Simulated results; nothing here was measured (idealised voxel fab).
Name of the process module below: voxel spacer lines
Each square cell in cross-section cut measures 5 nm, and the section as a whole is 155 nm wide.
If you're reading a cross-section in this doc, picture square cells in a grid; it comes to you as bands, top ones listed first down to the bottom, and a band can be one or more rows of cells.
Each band's line starts with the height of the band's top and of its bottom, in nm. Then come its materials from left to right, each with its width in nm. One material with "full width" fills the band from edge to edge. "blank" is empty space.
We count height from 0. Below that, the starting wafer is all one material. The lowest band never ends at the bottom but goes on down; see "top 0, no bottom" for how that is written.
Width "30..40": first value at the band's top row of cells, second value at its bottom row, equal change from row to row.
Take "nothing got changed" at face value: in the step it is given for, the cross-section changed in none of its cells.
"Enclosed void listing" contains a list of empty spaces, each no smaller than 8 cells and without an open way to the top, written in the form width x height at distance with the distance from the left edge and all three in nm.
Whatever follows a step's settings on its line is a remark the simulator itself makes about that step.
For masked steps, "overlay nm" on the step line gives how far right of plan the mask actually lay; a minus sign means it lay to the left.
List of planned process steps
step 1: RECEIVE with material Si
step 2: CONFORMAL_DEP with material Al2O3, thk nm 10
step 3: DIRECTIONAL_DEP with material SiN, thk nm 20
step 4: DIRECTIONAL_DEP with material aC, thk nm 25
step 5: PATTERN with tone cover, mask id MANDREL, material resist, width nm 20, pitch nm 60, thk nm 30, overlay nm 0
step 6: DIRECTIONAL_ETCH with etch materials aC, depth nm 25
step 7: STRIP with etch materials resist
step 8: CONFORMAL_DEP with material SiO2, thk nm 10
step 9: DIRECTIONAL_ETCH with etch materials SiO2, depth nm 10
step 10: STRIP with etch materials aC
step 11: DIRECTIONAL_ETCH with etch materials SiN, depth nm 20
step 12: STRIP with etch materials SiO2
First out of two wafers; run went to plan
Here's what the wafer looked like in cross-section when it arrived - that's after step 1
	top 0, no bottom = Si full width
	Enclosed void listing: none
Cross-section of the wafer subsequent to step 2
	top 10, bottom 0 = Al2O3 full width
	Under 0: no change, same as before.
Cross-section of the wafer subsequent to step 3
	top 30, bottom 10 = SiN full width
	Under 10: no change, same as before.
Cross-section of the wafer subsequent to step 4
	top 55, bottom 30 = aC full width
	Under 30: no change, same as before.
Cross-section of the wafer subsequent to step 5
	top 85, bottom 55 = blank (35) | resist (20) | blank (40) | resist (20) | blank (40)
	Under 55: no change, same as before.
Cross-section of the wafer subsequent to step 6
	top 60, bottom 55 = blank (35) | resist (20) | blank (40) | resist (20) | blank (40)
	top 55, bottom 30 = blank (35) | aC (20) | blank (40) | aC (20) | blank (40)
	Under 30: no change, same as before.
Cross-section of the wafer subsequent to step 7
	top 55, bottom 30 = blank (35) | aC (20) | blank (40) | aC (20) | blank (40)
	Under 30: no change, same as before.
Cross-section of the wafer subsequent to step 8
	top 65, bottom 55 = blank (25) | SiO2 (40) | blank (20) | SiO2 (40) | blank (30)
	top 55, bottom 40 = blank (25) | SiO2 (10) | aC (20) | SiO2 (10) | blank (20) | SiO2 (10) | aC (20) | SiO2 (10) | blank (30)
	top 40, bottom 30 = SiO2 (35) | aC (20) | SiO2 (40) | aC (20) | SiO2 (40)
	Under 30: no change, same as before.
Cross-section of the wafer subsequent to step 9
	top 55, bottom 30 = blank (25) | SiO2 (10) | aC (20) | SiO2 (10) | blank (20) | SiO2 (10) | aC (20) | SiO2 (10) | blank (30)
	Under 30: no change, same as before.
Cross-section of the wafer subsequent to step 10
	top 55, bottom 30 = blank (25) | SiO2 (10) | blank (20) | SiO2 (10) | blank (20) | SiO2 (10) | blank (20) | SiO2 (10) | blank (30)
	Under 30: no change, same as before.
Cross-section of the wafer subsequent to step 11
	top 55, bottom 30 = blank (25) | SiO2 (10) | blank (20) | SiO2 (10) | blank (20) | SiO2 (10) | blank (20) | SiO2 (10) | blank (30)
	top 30, bottom 10 = blank (25) | SiN (10) | blank (20) | SiN (10) | blank (20) | SiN (10) | blank (20) | SiN (10) | blank (30)
	Under 10: no change, same as before.
Cross-section of the wafer subsequent to step 12
	top 30, bottom 10 = blank (25) | SiN (10) | blank (20) | SiN (10) | blank (20) | SiN (10) | blank (20) | SiN (10) | blank (30)
	Under 10: no change, same as before.
For the second wafer, take the first wafer's start and plan, then add one mistake made in running it; everything through step 2, that step included, is shared with the first
Second wafer, cross-section, planned end of step 3
	top 25, bottom 10 = SiN full width
	Under 10: no change, same as before.
Second wafer, cross-section, planned end of step 4
	top 50, bottom 25 = aC full width
	Under 25: no change, same as before.
Second wafer, cross-section, planned end of step 5
	top 80, bottom 50 = blank (35) | resist (20) | blank (40) | resist (20) | blank (40)
	Under 50: no change, same as before.
Second wafer, cross-section, planned end of step 6
	top 55, bottom 50 = blank (35) | resist (20) | blank (40) | resist (20) | blank (40)
	top 50, bottom 25 = blank (35) | aC (20) | blank (40) | aC (20) | blank (40)
	Under 25: no change, same as before.
Second wafer, cross-section, planned end of step 7
	top 50, bottom 25 = blank (35) | aC (20) | blank (40) | aC (20) | blank (40)
	Under 25: no change, same as before.
Second wafer, cross-section, planned end of step 8
	top 60, bottom 50 = blank (25) | SiO2 (40) | blank (20) | SiO2 (40) | blank (30)
	top 50, bottom 35 = blank (25) | SiO2 (10) | aC (20) | SiO2 (10) | blank (20) | SiO2 (10) | aC (20) | SiO2 (10) | blank (30)
	top 35, bottom 25 = SiO2 (35) | aC (20) | SiO2 (40) | aC (20) | SiO2 (40)
	Under 25: no change, same as before.
Second wafer, cross-section, planned end of step 9
	top 50, bottom 25 = blank (25) | SiO2 (10) | aC (20) | SiO2 (10) | blank (20) | SiO2 (10) | aC (20) | SiO2 (10) | blank (30)
	Under 25: no change, same as before.
Second wafer, cross-section, planned end of step 10
	top 50, bottom 25 = blank (25) | SiO2 (10) | blank (20) | SiO2 (10) | blank (20) | SiO2 (10) | blank (20) | SiO2 (10) | blank (30)
	Under 25: no change, same as before.
Second wafer, cross-section, planned end of step 11
	top 50, bottom 25 = blank (25) | SiO2 (10) | blank (20) | SiO2 (10) | blank (20) | SiO2 (10) | blank (20) | SiO2 (10) | blank (30)
	top 25, bottom 10 = blank (25) | SiN (10) | blank (20) | SiN (10) | blank (20) | SiN (10) | blank (20) | SiN (10) | blank (30)
	Under 10: no change, same as before.
Second wafer, cross-section, planned end of step 12
	top 25, bottom 10 = blank (25) | SiN (10) | blank (20) | SiN (10) | blank (20) | SiN (10) | blank (20) | SiN (10) | blank (30)
	Under 10: no change, same as before.
Error vs. plan: the process deviated at step 3: the operation and settings actually run there were DIRECTIONAL_DEP with material SiN, thk nm 15
Upon completion, the second wafer contains, in terms of cells, a greater or smaller amount of certain materials than the first wafer: -8 SiN
